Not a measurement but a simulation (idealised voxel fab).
You're looking at the process module voxel self aligned contacts.
In the cross-section labelled cut, the width is 245 nm and each square cell is 5 nm.
Cross-section layout: square cells on a grid; listed as bands, top to bottom; a band spans one or more cell rows. Heights first: top, then bottom, in nm. Then materials, left to right, each with a width in nm. "everywhere" on a single material: fills the band edge to edge. "empty": empty space. Ref level 0: as-received wafer is one material below here. Bottom band extends down with no lower bound ("from 0 down"). The two numbers in a width such as "30..40" mark its ends across the band: the first belongs to the top row of cells, the second to the bottom row, and from each row to the next the width moves by the same amount. When a step is marked "nothing different", none of the cells in the cross-section changed during that step. The list in "Catalogued sealed voids" covers empty spaces of 8 cells or more that cannot reach the top through any open way, and it gives each as width x height at distance; the distance is from the left edge, and width, height and distance are in nm. The remark found on a step's line after its settings is issued by the simulator itself and pertains to that step. overlay nm: step with mask; distance mask lay right of planned place; negative value = left of planned place. Pairs from here to the end. Each: cross-section before one process step, cross-section after it, the latter only as far down as the lowest band that changed. Under each: the step between, and its settings. Mind that the pairs may be taken from different runs of this module on the same starting wafer; whether a pair continues from the pair above depends on its entry headed "Geometry before processing", and it does only where that entry says so.
Geometry before processing:
  from 60 to 50: empty=40; aC=25; empty=45; aC=25; empty=45; aC=25; empty=40
  from 50 to 25: SiN everywhere
  from 25 to 5: polySi everywhere
  from 5 to 0: SiO2 everywhere
  from 0 down: Si everywhere
  Catalogued sealed voids: none
Section After Processing:
  from 60 to 50: empty=40; aC=25; empty=45; aC=25; empty=45; aC=25; empty=40
  from 50 to 30: empty=40; SiN=25; empty=45; SiN=25; empty=45; SiN=25; empty=40
  Below 30 it's all the same as before, nothing changed down there.
  Catalogued sealed voids: none
The step occurring between the two cross-sections depicted above is identified as DIRECTIONAL_ETCH,etch materials SiN,depth nm 20
Geometry before processing: the after view from the pair directly above serves as the before view here.
Section After Processing:
  from 50 to 30: empty=40; SiN=25; empty=45; SiN=25; empty=45; SiN=25; empty=40
  Below 30 it's all the same as before, nothing changed down there.
  Catalogued sealed voids: none
The step occurring between the two cross-sections depicted above is identified as STRIP,etch materials aC
Geometry before processing: the after view from the pair directly above serves as the before view here.
Section After Processing:
  from 60 to 40: empty=30; SiN=45; empty=25; SiN=45; empty=25; SiN=45; empty=30
  from 40 to 25: SiN everywhere
  Below 25 it's all the same as before, nothing changed down there.
  Catalogued sealed voids: none
The step occurring between the two cross-sections depicted above is identified as CONFORMAL_DEP,material SiN,thk nm 10
Geometry before processing: the after view from the pair directly above serves as the before view here.
Section After Processing:
  from 50 to 30: empty=30; SiN=45; empty=25; SiN=45; empty=25; SiN=45; empty=30
  Below 30 it's all the same as before, nothing changed down there.
  Catalogued sealed voids: none
The step occurring between the two cross-sections depicted above is identified as DIRECTIONAL_ETCH,etch materials SiN,depth nm 10
Geometry before processing: the after view from the pair directly above serves as the before view here.
Section After Processing:
  from 60 to 50: SiO2 everywhere
  from 50 to 30: SiO2=30; SiN=45; SiO2=25; SiN=45; SiO2=25; SiN=45; SiO2=30
  Below 30 it's all the same as before, nothing changed down there.
  Catalogued sealed voids: none
The step occurring between the two cross-sections depicted above is identified as FILL_DEP,material SiO2,thk nm 10
Geometry before processing: the after view from the pair directly above serves as the before view here.
Section After Processing:
  from 55 to 50: SiO2 everywhere
  Below 50 it's all the same as before, nothing changed down there.
  Catalogued sealed voids: none
The step occurring between the two cross-sections depicted above is identified as CMP,height nm 55
Geometry before processing: the after view from the pair directly above serves as the before view here.
Section After Processing:
  from 55 to 50: SiO2=60; empty=55; SiO2=15; empty=55; SiO2=60
  from 50 to 30: SiO2=30; SiN=45; empty=25; SiN=45; empty=25; SiN=45; SiO2=30
  Below 30 it's all the same as before, nothing changed down there.
  Catalogued sealed voids: none
The step occurring between the two cross-sections depicted above is identified as MASKED_ETCH,tone open,mask id CONTACT,width nm 55,pitch nm 70,etch materials SiO2,depth nm 55,overlay nm 0
Geometry before processing: the after view from the pair directly above serves as the before view here.
Section After Processing:
  from 60 to 55: TiN=65; empty=45; TiN=25; empty=45; TiN=65
  from 55 to 50: SiO2=60; TiN=20; empty=15; TiN=20; SiO2=15; TiN=20; empty=15; TiN=20; SiO2=60
  from 50 to 35: SiO2=30; SiN=45; TiN=5; empty=15; TiN=5; SiN=45; TiN=5; empty=15; TiN=5; SiN=45; SiO2=30
  from 35 to 30: SiO2=30; SiN=45; TiN=25; SiN=45; TiN=25; SiN=45; SiO2=30
  Below 30 it's all the same as before, nothing changed down there.
  Catalogued sealed voids: none
The step occurring between the two cross-sections depicted above is identified as CONFORMAL_DEP,material TiN,thk nm 5
Geometry before processing: the after view from the pair directly above serves as the before view here.
Section After Processing:
  from 65 to 60: W everywhere
  from 60 to 55: TiN=65; W=45; TiN=25; W=45; TiN=65
  from 55 to 50: SiO2=60; TiN=20; W=15; TiN=20; SiO2=15; TiN=20; W=15; TiN=20; SiO2=60
  from 50 to 35: SiO2=30; SiN=45; TiN=5; W=15; TiN=5; SiN=45; TiN=5; W=15; TiN=5; SiN=45; SiO2=30
  Below 35 it's all the same as before, nothing changed down there.
  Catalogued sealed voids: none
The step occurring between the two cross-sections depicted above is identified as FILL_DEP,material W,thk nm 5
Geometry before processing: the after view from the pair directly above serves as the before view here.
Section After Processing:
  from 55 to 50: SiO2=60; TiN=20; W=15; TiN=20; SiO2=15; TiN=20; W=15; TiN=20; SiO2=60
  Below 50 it's all the same as before, nothing changed down there.
  Catalogued sealed voids: none
The step occurring between the two cross-sections depicted above is identified as CMP,height nm 55
Geometry before processing: the after view from the pair directly above serves as the before view here.
Section After Processing:
  from 60 to 55: SiCN everywhere
  Below 55 it's all the same as before, nothing changed down there.
  Catalogued sealed voids: none
The step occurring between the two cross-sections depicted above is identified as CONFORMAL_DEP,material SiCN,thk nm 5
Geometry before processing:
  from 60 to 50: aC everywhere
  from 50 to 25: SiN everywhere
  from 25 to 5: polySi everywhere
  from 5 to 0: SiO2 everywhere
  from 0 down: Si everywhere
  Catalogued sealed voids: none
Section After Processing:
  from 90 to 60: empty=45; resist=20; empty=50; resist=20; empty=50; resist=20; empty=40
  Below 60 it's all the same as before, nothing changed down there.
  Catalogued sealed voids: none
The step occurring between the two cross-sections depicted above is identified as PATTERN,tone cover,mask id GATE,material resist,width nm 20,pitch nm 70,thk nm 30,overlay nm 0
Geometry before processing: the after view from the pair directly above serves as the before view here.
Section After Processing:
  from 80 to 60: empty=45; resist=20; empty=50; resist=20; empty=50; resist=20; empty=40
  from 60 to 50: empty=45; aC=20; empty=50; aC=20; empty=50; aC=20; empty=40
  Below 50 it's all the same as before, nothing changed down there.
  Catalogued sealed voids: none
The step occurring between the two cross-sections depicted above is identified as DIRECTIONAL_ETCH,etch materials aC,depth nm 10
Geometry before processing: the after view from the pair directly above serves as the before view here.
Section After Processing:
  from 60 to 50: empty=45; aC=20; empty=50; aC=20; empty=50; aC=20; empty=40
  Below 50 it's all the same as before, nothing changed down there.
  Catalogued sealed voids: none
The step occurring between the two cross-sections depicted above is identified as STRIP,etch materials resist
Geometry before processing: the after view from the pair directly above serves as the before view here.
Section After Processing:
  from 60 to 50: empty=45; aC=20; empty=50; aC=20; empty=50; aC=20; empty=40
  from 50 to 25: empty=45; SiN=20; empty=50; SiN=20; empty=50; SiN=20; empty=40
  Below 25 it's all the same as before, nothing changed down there.
  Catalogued sealed voids: none
The step occurring between the two cross-sections depicted above is identified as DIRECTIONAL_ETCH,etch materials SiN,depth nm 25
Geometry before processing: the after view from the pair directly above serves as the before view here.
Section After Processing:
  from 60 to 50: empty=45; aC=20; empty=50; aC=20; empty=50; aC=20; empty=40
  from 50 to 25: empty=45; SiN=20; empty=50; SiN=20; empty=50; SiN=20; empty=40
  from 25 to 5: empty=45; polySi=20; empty=50; polySi=20; empty=50; polySi=20; empty=40
  Below 5 it's all the same as before, nothing changed down there.
  Catalogued sealed voids: none
The step occurring between the two cross-sections depicted above is identified as DIRECTIONAL_ETCH,etch materials polySi,depth nm 20
Geometry before processing: the after view from the pair directly above serves as the before view here.
Section After Processing:
  from 50 to 25: empty=45; SiN=20; empty=50; SiN=20; empty=50; SiN=20; empty=40
  Below 25 it's all the same as before, nothing changed down there.
  Catalogued sealed voids: none
The step occurring between the two cross-sections depicted above is identified as STRIP,etch materials aC
Geometry before processing: the after view from the pair directly above serves as the before view here.
Section After Processing:
  from 60 to 25: empty=35; SiN=40; empty=30; SiN=40; empty=30; SiN=40; empty=30
  from 25 to 15: empty=35; SiN=10; polySi=20; SiN=10; empty=30; SiN=10; polySi=20; SiN=10; empty=30; SiN=10; polySi=20; SiN=10; empty=30
  from 15 to 5: SiN=45; polySi=20; SiN=50; polySi=20; SiN=50; polySi=20; SiN=40
  Below 5 it's all the same as before, nothing changed down there.
  Catalogued sealed voids: none
The step occurring between the two cross-sections depicted above is identified as CONFORMAL_DEP,material SiN,thk nm 10
Geometry before processing: the after view from the pair directly above serves as the before view here.
Section After Processing:
  from 50 to 25: empty=35; SiN=40; empty=30; SiN=40; empty=30; SiN=40; empty=30
  from 25 to 5: empty=35; SiN=10; polySi=20; SiN=10; empty=30; SiN=10; polySi=20; SiN=10; empty=30; SiN=10; polySi=20; SiN=10; empty=30
  Below 5 it's all the same as before, nothing changed down there.
  Catalogued sealed voids: none
The step occurring between the two cross-sections depicted above is identified as DIRECTIONAL_ETCH,etch materials SiN,depth nm 10
Geometry before processing: the after view from the pair directly above serves as the before view here.
Section After Processing:
  from 60 to 50: SiO2 everywhere
  from 50 to 25: SiO2=35; SiN=40; SiO2=30; SiN=40; SiO2=30; SiN=40; SiO2=30
  from 25 to 5: SiO2=35; SiN=10; polySi=20; SiN=10; SiO2=30; SiN=10; polySi=20; SiN=10; SiO2=30; SiN=10; polySi=20; SiN=10; SiO2=30
  Below 5 it's all the same as before, nothing changed down there.
  Catalogued sealed voids: none
The step occurring between the two cross-sections depicted above is identified as FILL_DEP,material SiO2,thk nm 10
Geometry before processing: the after view from the pair directly above serves as the before view here.
Section After Processing:
  from 55 to 50: SiO2 everywhere
  Below 50 it's all the same as before, nothing changed down there.
  Catalogued sealed voids: none
The step occurring between the two cross-sections depicted above is identified as CMP,height nm 55
Geometry before processing: the after view from the pair directly above serves as the before view here.
Section After Processing:
  from 55 to 50: SiO2=60; empty=55; SiO2=15; empty=55; SiO2=60
  from 50 to 25: SiO2=35; SiN=40; empty=30; SiN=40; empty=30; SiN=40; SiO2=30
  from 25 to 5: SiO2=35; SiN=10; polySi=20; SiN=10; empty=30; SiN=10; polySi=20; SiN=10; empty=30; SiN=10; polySi=20; SiN=10; SiO2=30
  from 5 to 0: SiO2=75; empty=30; SiO2=40; empty=30; SiO2=70
  Below 0 it's all the same as before, nothing changed down there.
  Catalogued sealed voids: none
The step occurring between the two cross-sections depicted above is identified as MASKED_ETCH,tone open,mask id CONTACT,width nm 55,pitch nm 70,etch materials SiO2,depth nm 55,overlay nm 0
Geometry before processing: the after view from the pair directly above serves as the before view here.
Section After Processing:
  from 60 to 55: TiN=65; empty=45; TiN=25; empty=45; TiN=65
  from 55 to 50: SiO2=60; TiN=20; empty=20; TiN=15; SiO2=15; TiN=20; empty=20; TiN=15; SiO2=60
  from 50 to 25: SiO2=35; SiN=40; TiN=5; empty=20; TiN=5; SiN=40; TiN=5; empty=20; TiN=5; SiN=40; SiO2=30
  from 25 to 5: SiO2=35; SiN=10; polySi=20; SiN=10; TiN=5; empty=20; TiN=5; SiN=10; polySi=20; SiN=10; TiN=5; empty=20; TiN=5; SiN=10; polySi=20; SiN=10; SiO2=30
  from 5 to 0: SiO2=75; TiN=30; SiO2=40; TiN=30; SiO2=70
  Below 0 it's all the same as before, nothing changed down there.
  Catalogued sealed voids: none
The step occurring between the two cross-sections depicted above is identified as CONFORMAL_DEP,material TiN,thk nm 5
Geometry before processing: the after view from the pair directly above serves as the before view here.
Section After Processing:
  from 65 to 60: W everywhere
  from 60 to 55: TiN=65; W=45; TiN=25; W=45; TiN=65
  from 55 to 50: SiO2=60; TiN=20; W=20; TiN=15; SiO2=15; TiN=20; W=20; TiN=15; SiO2=60
  from 50 to 25: SiO2=35; SiN=40; TiN=5; W=20; TiN=5; SiN=40; TiN=5; W=20; TiN=5; SiN=40; SiO2=30
  from 25 to 5: SiO2=35; SiN=10; polySi=20; SiN=10; TiN=5; W=20; TiN=5; SiN=10; polySi=20; SiN=10; TiN=5; W=20; TiN=5; SiN=10; polySi=20; SiN=10; SiO2=30
  Below 5 it's all the same as before, nothing changed down there.
  Catalogued sealed voids: none
The step occurring between the two cross-sections depicted above is identified as FILL_DEP,material W,thk nm 5
Geometry before processing: the after view from the pair directly above serves as the before view here.
Section After Processing:
  from 55 to 50: SiO2=60; TiN=20; W=20; TiN=15; SiO2=15; TiN=20; W=20; TiN=15; SiO2=60
  Below 50 it's all the same as before, nothing changed down there.
  Catalogued sealed voids: none
The step occurring between the two cross-sections depicted above is identified as CMP,height nm 55
Geometry before processing: the after view from the pair directly above serves as the before view here.
Section After Processing:
  from 60 to 55: SiCN everywhere
  Below 55 it's all the same as before, nothing changed down there.
  Catalogued sealed voids: none
The step occurring between the two cross-sections depicted above is identified as CONFORMAL_DEP,material SiCN,thk nm 5
Geometry before processing:
  from 60 to 50: aC everywhere
  from 50 to 25: SiN everywhere
  from 25 to 5: polySi everywhere
  from 5 to 0: SiO2 everywhere
  from 0 down: Si everywhere
  Catalogued sealed voids: none
Section After Processing:
  from 90 to 60: empty=35; resist=25; empty=45; resist=25; empty=45; resist=25; empty=45
  Below 60 it's all the same as before, nothing changed down there.
  Catalogued sealed voids: none
The step occurring between the two cross-sections depicted above is identified as PATTERN,tone cover,mask id GATE,material resist,width nm 25,pitch nm 70,thk nm 30,overlay nm -5
Geometry before processing: the after view from the pair directly above serves as the before view here.
Section After Processing:
  from 80 to 60: empty=35; resist=25; empty=45; resist=25; empty=45; resist=25; empty=45
  from 60 to 50: empty=35; aC=25; empty=45; aC=25; empty=45; aC=25; empty=45
  Below 50 it's all the same as before, nothing changed down there.
  Catalogued sealed voids: none
The step occurring between the two cross-sections depicted above is identified as DIRECTIONAL_ETCH,etch materials aC,depth nm 10
Geometry before processing: the after view from the pair directly above serves as the before view here.
Section After Processing:
  from 60 to 50: empty=35; aC=25; empty=45; aC=25; empty=45; aC=25; empty=45
  Below 50 it's all the same as before, nothing changed down there.
  Catalogued sealed voids: none
The step occurring between the two cross-sections depicted above is identified as STRIP,etch materials resist
Geometry before processing: the after view from the pair directly above serves as the before view here.
Section After Processing:
  from 60 to 50: empty=35; aC=25; empty=45; aC=25; empty=45; aC=25; empty=45
  from 50 to 25: empty=35; SiN=25; empty=45; SiN=25; empty=45; SiN=25; empty=45
  Below 25 it's all the same as before, nothing changed down there.
  Catalogued sealed voids: none
The step occurring between the two cross-sections depicted above is identified as DIRECTIONAL_ETCH,etch materials SiN,depth nm 25
Geometry before processing: the after view from the pair directly above serves as the before view here.
Section After Processing:
  from 60 to 50: empty=35; aC=25; empty=45; aC=25; empty=45; aC=25; empty=45
  from 50 to 25: empty=35; SiN=25; empty=45; SiN=25; empty=45; SiN=25; empty=45
  from 25 to 5: empty=35; polySi=25; empty=45; polySi=25; empty=45; polySi=25; empty=45
  Below 5 it's all the same as before, nothing changed down there.
  Catalogued sealed voids: none
The step occurring between the two cross-sections depicted above is identified as DIRECTIONAL_ETCH,etch materials polySi,depth nm 20
Geometry before processing: the after view from the pair directly above serves as the before view here.
Section After Processing:
  from 50 to 25: empty=35; SiN=25; empty=45; SiN=25; empty=45; SiN=25; empty=45
  Below 25 it's all the same as before, nothing changed down there.
  Catalogued sealed voids: none
The step occurring between the two cross-sections depicted above is identified as STRIP,etch materials aC
Geometry before processing: the after view from the pair directly above serves as the before view here.
Section After Processing:
  from 60 to 25: empty=25; SiN=45; empty=25; SiN=45; empty=25; SiN=45; empty=35
  from 25 to 15: empty=25; SiN=10; polySi=25; SiN=10; empty=25; SiN=10; polySi=25; SiN=10; empty=25; SiN=10; polySi=25; SiN=10; empty=35
  from 15 to 5: SiN=35; polySi=25; SiN=45; polySi=25; SiN=45; polySi=25; SiN=45
  Below 5 it's all the same as before, nothing changed down there.
  Catalogued sealed voids: none
The step occurring between the two cross-sections depicted above is identified as CONFORMAL_DEP,material SiN,thk nm 10
Geometry before processing: the after view from the pair directly above serves as the before view here.
Section After Processing:
  from 50 to 25: empty=25; SiN=45; empty=25; SiN=45; empty=25; SiN=45; empty=35
  from 25 to 5: empty=25; SiN=10; polySi=25; SiN=10; empty=25; SiN=10; polySi=25; SiN=10; empty=25; SiN=10; polySi=25; SiN=10; empty=35
  Below 5 it's all the same as before, nothing changed down there.
  Catalogued sealed voids: none
The step occurring between the two cross-sections depicted above is identified as DIRECTIONAL_ETCH,etch materials SiN,depth nm 10
Geometry before processing: the after view from the pair directly above serves as the before view here.
Section After Processing:
  from 60 to 50: SiO2 everywhere
  from 50 to 25: SiO2=25; SiN=45; SiO2=25; SiN=45; SiO2=25; SiN=45; SiO2=35
  from 25 to 5: SiO2=25; SiN=10; polySi=25; SiN=10; SiO2=25; SiN=10; polySi=25; SiN=10; SiO2=25; SiN=10; polySi=25; SiN=10; SiO2=35
  Below 5 it's all the same as before, nothing changed down there.
  Catalogued sealed voids: none
The step occurring between the two cross-sections depicted above is identified as FILL_DEP,material SiO2,thk nm 10
Geometry before processing: the after view from the pair directly above serves as the before view here.
Section After Processing:
  from 55 to 50: SiO2 everywhere
  Below 50 it's all the same as before, nothing changed down there.
  Catalogued sealed voids: none
The step occurring between the two cross-sections depicted above is identified as CMP,height nm 55
Geometry before processing: the after view from the pair directly above serves as the before view here.
Section After Processing:
  from 55 to 50: SiO2=60; empty=55; SiO2=15; empty=55; SiO2=60
  from 50 to 25: SiO2=25; SiN=45; empty=25; SiN=45; empty=25; SiN=45; SiO2=35
  from 25 to 5: SiO2=25; SiN=10; polySi=25; SiN=10; empty=25; SiN=10; polySi=25; SiN=10; empty=25; SiN=10; polySi=25; SiN=10; SiO2=35
  from 5 to 0: SiO2=70; empty=25; SiO2=45; empty=25; SiO2=80
  Below 0 it's all the same as before, nothing changed down there.
  Catalogued sealed voids: none
The step occurring between the two cross-sections depicted above is identified as MASKED_ETCH,tone open,mask id CONTACT,width nm 55,pitch nm 70,etch materials SiO2,depth nm 55,overlay nm 0
Geometry before processing: the after view from the pair directly above serves as the before view here.
Section After Processing:
  from 60 to 55: TiN=65; empty=45; TiN=25; empty=45; TiN=65
  from 55 to 50: SiO2=60; TiN=15; empty=15; TiN=25; SiO2=15; TiN=15; empty=15; TiN=25; SiO2=60
  from 50 to 25: SiO2=25; SiN=45; TiN=5; empty=15; TiN=5; SiN=45; TiN=5; empty=15; TiN=5; SiN=45; SiO2=35
  from 25 to 5: SiO2=25; SiN=10; polySi=25; SiN=10; TiN=5; empty=15; TiN=5; SiN=10; polySi=25; SiN=10; TiN=5; empty=15; TiN=5; SiN=10; polySi=25; SiN=10; SiO2=35
  from 5 to 0: SiO2=70; TiN=25; SiO2=45; TiN=25; SiO2=80
  Below 0 it's all the same as before, nothing changed down there.
  Catalogued sealed voids: none
The step occurring between the two cross-sections depicted above is identified as CONFORMAL_DEP,material TiN,thk nm 5
Geometry before processing: the after view from the pair directly above serves as the before view here.
Section After Processing:
  from 65 to 60: W everywhere
  from 60 to 55: TiN=65; W=45; TiN=25; W=45; TiN=65
  from 55 to 50: SiO2=60; TiN=15; W=15; TiN=25; SiO2=15; TiN=15; W=15; TiN=25; SiO2=60
  from 50 to 25: SiO2=25; SiN=45; TiN=5; W=15; TiN=5; SiN=45; TiN=5; W=15; TiN=5; SiN=45; SiO2=35
  from 25 to 5: SiO2=25; SiN=10; polySi=25; SiN=10; TiN=5; W=15; TiN=5; SiN=10; polySi=25; SiN=10; TiN=5; W=15; TiN=5; SiN=10; polySi=25; SiN=10; SiO2=35
  Below 5 it's all the same as before, nothing changed down there.
  Catalogued sealed voids: none
The step occurring between the two cross-sections depicted above is identified as FILL_DEP,material W,thk nm 5
Geometry before processing: the after view from the pair directly above serves as the before view here.
Section After Processing:
  from 55 to 50: SiO2=60; TiN=15; W=15; TiN=25; SiO2=15; TiN=15; W=15; TiN=25; SiO2=60
  Below 50 it's all the same as before, nothing changed down there.
  Catalogued sealed voids: none
The step occurring between the two cross-sections depicted above is identified as CMP,height nm 55
Geometry before processing: the after view from the pair directly above serves as the before view here.
Section After Processing:
  from 60 to 55: SiCN everywhere
  Below 55 it's all the same as before, nothing changed down there.
  Catalogued sealed voids: none
The step occurring between the two cross-sections depicted above is identified as CONFORMAL_DEP,material SiCN,thk nm 5
Geometry before processing:
  from 50 to 25: empty=40; SiN=25; empty=45; SiN=25; empty=45; SiN=25; empty=40
  from 25 to 5: empty=40; polySi=25; empty=45; polySi=25; empty=45; polySi=25; empty=40
  from 5 to 0: SiO2 everywhere
  from 0 down: Si everywhere
  Catalogued sealed voids: none
Section After Processing:
  from 60 to 50: empty=30; aC=45; empty=25; aC=45; empty=25; aC=45; empty=30
  from 50 to 25: empty=30; aC=10; SiN=25; aC=10; empty=25; aC=10; SiN=25; aC=10; empty=25; aC=10; SiN=25; aC=10; empty=30
  from 25 to 15: empty=30; aC=10; polySi=25; aC=10; empty=25; aC=10; polySi=25; aC=10; empty=25; aC=10; polySi=25; aC=10; empty=30
  from 15 to 5: aC=40; polySi=25; aC=45; polySi=25; aC=45; polySi=25; aC=40
  Below 5 it's all the same as before, nothing changed down there.
  Catalogued sealed voids: none
The step occurring between the two cross-sections depicted above is identified as CONFORMAL_DEP,material aC,thk nm 10
Geometry before processing: the after view from the pair directly above serves as the before view here.
Section After Processing:
  from 70 to 60: SiO2 everywhere
  from 60 to 50: SiO2=30; aC=45; SiO2=25; aC=45; SiO2=25; aC=45; SiO2=30
  from 50 to 25: SiO2=30; aC=10; SiN=25; aC=10; SiO2=25; aC=10; SiN=25; aC=10; SiO2=25; aC=10; SiN=25; aC=10; SiO2=30
  from 25 to 15: SiO2=30; aC=10; polySi=25; aC=10; SiO2=25; aC=10; polySi=25; aC=10; SiO2=25; aC=10; polySi=25; aC=10; SiO2=30
  Below 15 it's all the same as before, nothing changed down there.
  Catalogued sealed voids: none
The step occurring between the two cross-sections depicted above is identified as FILL_DEP,material SiO2,thk nm 10
Geometry before processing: the after view from the pair directly above serves as the before view here.
Section After Processing:
  from 55 to 50: SiO2=30; aC=45; SiO2=25; aC=45; SiO2=25; aC=45; SiO2=30
  Below 50 it's all the same as before, nothing changed down there.
  Catalogued sealed voids: none
The step occurring between the two cross-sections depicted above is identified as CMP,height nm 55
Geometry before processing: the after view from the pair directly above serves as the before view here.
Section After Processing:
  from 55 to 50: SiO2=30; aC=45; empty=25; aC=45; empty=25; aC=45; SiO2=30
  from 50 to 25: SiO2=30; aC=10; SiN=25; aC=10; empty=25; aC=10; SiN=25; aC=10; empty=25; aC=10; SiN=25; aC=10; SiO2=30
  from 25 to 15: SiO2=30; aC=10; polySi=25; aC=10; empty=25; aC=10; polySi=25; aC=10; empty=25; aC=10; polySi=25; aC=10; SiO2=30
  Below 15 it's all the same as before, nothing changed down there.
  Catalogued sealed voids: none
The step occurring between the two cross-sections depicted above is identified as MASKED_ETCH,tone open,mask id CONTACT,width nm 55,pitch nm 70,etch materials SiO2,depth nm 55,overlay nm 0
Geometry before processing: the after view from the pair directly above serves as the before view here.
Section After Processing:
  from 60 to 55: TiN=80; empty=15; TiN=55; empty=15; TiN=80
  from 55 to 50: SiO2=30; aC=45; TiN=5; empty=15; TiN=5; aC=45; TiN=5; empty=15; TiN=5; aC=45; SiO2=30
  from 50 to 25: SiO2=30; aC=10; SiN=25; aC=10; TiN=5; empty=15; TiN=5; aC=10; SiN=25; aC=10; TiN=5; empty=15; TiN=5; aC=10; SiN=25; aC=10; SiO2=30
  from 25 to 20: SiO2=30; aC=10; polySi=25; aC=10; TiN=5; empty=15; TiN=5; aC=10; polySi=25; aC=10; TiN=5; empty=15; TiN=5; aC=10; polySi=25; aC=10; SiO2=30
  from 20 to 15: SiO2=30; aC=10; polySi=25; aC=10; TiN=25; aC=10; polySi=25; aC=10; TiN=25; aC=10; polySi=25; aC=10; SiO2=30
  Below 15 it's all the same as before, nothing changed down there.
  Catalogued sealed voids: none
The step occurring between the two cross-sections depicted above is identified as CONFORMAL_DEP,material TiN,thk nm 5
Geometry before processing: the after view from the pair directly above serves as the before view here.
Section After Processing:
  from 65 to 60: W everywhere
  from 60 to 55: TiN=80; W=15; TiN=55; W=15; TiN=80
  from 55 to 50: SiO2=30; aC=45; TiN=5; W=15; TiN=5; aC=45; TiN=5; W=15; TiN=5; aC=45; SiO2=30
  from 50 to 25: SiO2=30; aC=10; SiN=25; aC=10; TiN=5; W=15; TiN=5; aC=10; SiN=25; aC=10; TiN=5; W=15; TiN=5; aC=10; SiN=25; aC=10; SiO2=30
  from 25 to 20: SiO2=30; aC=10; polySi=25; aC=10; TiN=5; W=15; TiN=5; aC=10; polySi=25; aC=10; TiN=5; W=15; TiN=5; aC=10; polySi=25; aC=10; SiO2=30
  Below 20 it's all the same as before, nothing changed down there.
  Catalogued sealed voids: none
The step occurring between the two cross-sections depicted above is identified as FILL_DEP,material W,thk nm 5
Geometry before processing: the after view from the pair directly above serves as the before view here.
Section After Processing:
  from 55 to 50: SiO2=30; aC=45; TiN=5; W=15; TiN=5; aC=45; TiN=5; W=15; TiN=5; aC=45; SiO2=30
  Below 50 it's all the same as before, nothing changed down there.
  Catalogued sealed voids: none
The step occurring between the two cross-sections depicted above is identified as CMP,height nm 55
Geometry before processing: the after view from the pair directly above serves as the before view here.
Section After Processing:
  from 60 to 55: SiCN everywhere
  Below 55 it's all the same as before, nothing changed down there.
  Catalogued sealed voids: none
The step occurring between the two cross-sections depicted above is identified as CONFORMAL_DEP,material SiCN,thk nm 5
Geometry before processing:
  from 55 to 50: SiO2 everywhere
  from 50 to 25: SiO2=30; SiN=45; SiO2=25; SiN=45; SiO2=25; SiN=45; SiO2=30
  from 25 to 5: SiO2=30; SiN=10; polySi=25; SiN=10; SiO2=25; SiN=10; polySi=25; SiN=10; SiO2=25; SiN=10; polySi=25; SiN=10; SiO2=30
  from 5 to 0: SiO2 everywhere
  from 0 down: Si everywhere
  Catalogued sealed voids: none
Section After Processing:
  from 55 to 50: empty=60; SiO2=55; empty=15; SiO2=55; empty=60
  from 50 to 25: empty=30; SiN=45; SiO2=25; SiN=45; SiO2=25; SiN=45; empty=30
  from 25 to 5: empty=30; SiN=10; polySi=25; SiN=10; SiO2=25; SiN=10; polySi=25; SiN=10; SiO2=25; SiN=10; polySi=25; SiN=10; empty=30
  from 5 to 0: empty=30; SiO2=185; empty=30
  Below 0 it's all the same as before, nothing changed down there.
  Catalogued sealed voids: none
The step occurring between the two cross-sections depicted above is identified as MASKED_ETCH,tone cover,mask id CONTACT,width nm 55,pitch nm 70,etch materials SiO2,depth nm 55,overlay nm 0
Geometry before processing: the after view from the pair directly above serves as the before view here.
Section After Processing:
  from 60 to 55: empty=55; TiN=65; empty=5; TiN=65; empty=55
  from 55 to 50: empty=25; TiN=35; SiO2=55; TiN=15; SiO2=55; TiN=35; empty=25
  from 50 to 25: empty=25; TiN=5; SiN=45; SiO2=25; SiN=45; SiO2=25; SiN=45; TiN=5; empty=25
  from 25 to 5: empty=25; TiN=5; SiN=10; polySi=25; SiN=10; SiO2=25; SiN=10; polySi=25; SiN=10; SiO2=25; SiN=10; polySi=25; SiN=10; TiN=5; empty=25
  from 5 to 0: TiN=30; SiO2=185; TiN=30
  Below 0 it's all the same as before, nothing changed down there.
  Catalogued sealed voids: none
The step occurring between the two cross-sections depicted above is identified as CONFORMAL_DEP,material TiN,thk nm 5
Geometry before processing: the after view from the pair directly above serves as the before view here.
Section After Processing:
  from 65 to 60: W everywhere
  from 60 to 55: W=55; TiN=65; W=5; TiN=65; W=55
  from 55 to 50: W=25; TiN=35; SiO2=55; TiN=15; SiO2=55; TiN=35; W=25
  from 50 to 25: W=25; TiN=5; SiN=45; SiO2=25; SiN=45; SiO2=25; SiN=45; TiN=5; W=25
  from 25 to 5: W=25; TiN=5; SiN=10; polySi=25; SiN=10; SiO2=25; SiN=10; polySi=25; SiN=10; SiO2=25; SiN=10; polySi=25; SiN=10; TiN=5; W=25
  Below 5 it's all the same as before, nothing changed down there.
  Catalogued sealed voids: none
The step occurring between the two cross-sections depicted above is identified as FILL_DEP,material W,thk nm 5
Geometry before processing: the after view from the pair directly above serves as the before view here.
Section After Processing:
  from 55 to 50: W=25; TiN=35; SiO2=55; TiN=15; SiO2=55; TiN=35; W=25
  Below 50 it's all the same as before, nothing changed down there.
  Catalogued sealed voids: none
The step occurring between the two cross-sections depicted above is identified as CMP,height nm 55
Geometry before processing: the after view from the pair directly above serves as the before view here.
Section After Processing:
  from 60 to 55: SiCN everywhere
  Below 55 it's all the same as before, nothing changed down there.
  Catalogued sealed voids: none
The step occurring between the two cross-sections depicted above is identified as CONFORMAL_DEP,material SiCN,thk nm 5
